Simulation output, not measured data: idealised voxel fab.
Presented below is a process module, voxel gate over fins.
The width of the displayed cross-section, cut, is 160 nm; its cells are square, with a size of 5 nm.
A cross-section is written here as square cells arranged in a grid, and it is given in bands from the top down, each band taking up one or more rows of cells. This entry defines a band. It first specifies the height of the band's top and the height of its bottom in nm, and then specifies the band's materials from left to right, stating each material with its width in nm. The word "edge to edge" identifies a single material that fills the band from edge to edge, while the word "empty" identifies empty space. Height reference: 0 = level under which incoming wafer is all one material. Lowest band: no bottom, runs on downward, e.g. "0..down". So if you see something like "30 to 40" for the width, read it as the top row of the band sitting at the first number and the bottom row at the second, with every row in between moving by the same amount as the last. What does "remains unaltered" mean for a step? It means no cell of the cross-section changed in that step. Reported under the label "Sealed void inventory" are the empty spaces having no open way to the top and comprising 8 cells or more; the notation for each is width x height at distance, in which the distance is measured from the left edge and all three values are in nm. Past the settings on a step's line: simulator remark, on that step. overlay nm: right-of-plan distance of the mask on a masked step; negative values mean left-of-plan.

These are the steps we planned for the process:
1 RECEIVE,material Si
2 CONFORMAL_DEP,material SiN,thk nm 5
3 MASKED_ETCH,tone cover,mask id FINS,width nm 15,pitch nm 40,etch materials SiN,depth nm 5,overlay nm 0
4 MASKED_ETCH,tone cover,mask id FINS,width nm 15,pitch nm 40,etch materials Si,depth nm 30,overlay nm 0
5 OXIDIZE,depth nm 5
6 FILL_DEP,material SiO2,thk nm 15
7 CMP,height nm 5
8 SELECTIVE_ETCH,etch materials SiO2,depth nm 15
9 STRIP,etch materials SiN
10 CONFORMAL_DEP,material HfO2,thk nm 5
11 CONFORMAL_DEP,material TiN,thk nm 5
12 FILL_DEP,material W,thk nm 10
13 CMP,height nm 15
14 CONFORMAL_DEP,material SiCN,thk nm 10

Cross-sectional view of the wafer in its as-received condition, corresponding to the state after step 1:
* 0..down = Si edge to edge
* Sealed void inventory: none

As-planned run: cross-section of the first of two wafers at end of module:
* 25..15 = SiCN edge to edge
* 15..10 = W edge to edge
* 10..5 = 45 of W  25 of TiN  15 of W  25 of TiN  50 of W
* 5..0 = 45 of W  5 of TiN  15 of HfO2  5 of TiN  15 of W  5 of TiN  15 of HfO2  5 of TiN  50 of W
* 0..-5 = 50 of TiN  5 of HfO2  5 of Si  5 of HfO2  25 of TiN  5 of HfO2  5 of Si  5 of HfO2  55 of TiN
* -5..-10 = 55 of HfO2  5 of Si  35 of HfO2  5 of Si  60 of HfO2
* -10..-35 = 55 of SiO2  5 of Si  35 of SiO2  5 of Si  60 of SiO2
* -35..down = Si edge to edge
* Sealed void inventory: none

Second wafer of the two, sectioned at the end of the module. It began like the first and followed the same plan, but one mistake was made while running it:
* 25..15 = SiCN edge to edge
* 15..10 = 35 of W  5 of TiN  35 of HfO2  5 of TiN  35 of HfO2  5 of TiN  40 of W
* 10..5 = 40 of TiN  35 of HfO2  5 of TiN  35 of HfO2  45 of TiN
* 5..0 = HfO2 edge to edge
* 0..-10 = 55 of HfO2  5 of Si  35 of HfO2  5 of Si  60 of HfO2
* -10..-35 = 55 of SiO2  5 of Si  35 of SiO2  5 of Si  60 of SiO2
* -35..down = Si edge to edge
* Sealed void inventory: none
Plan not followed: the process deviated at step 10: the operation and settings actually run there were CONFORMAL_DEP,material HfO2,thk nm 15
At the finish, the second wafer shows more or fewer cells for some materials than the first does: HfO2: 80 more, TiN: 19 fewer, W: 61 fewer
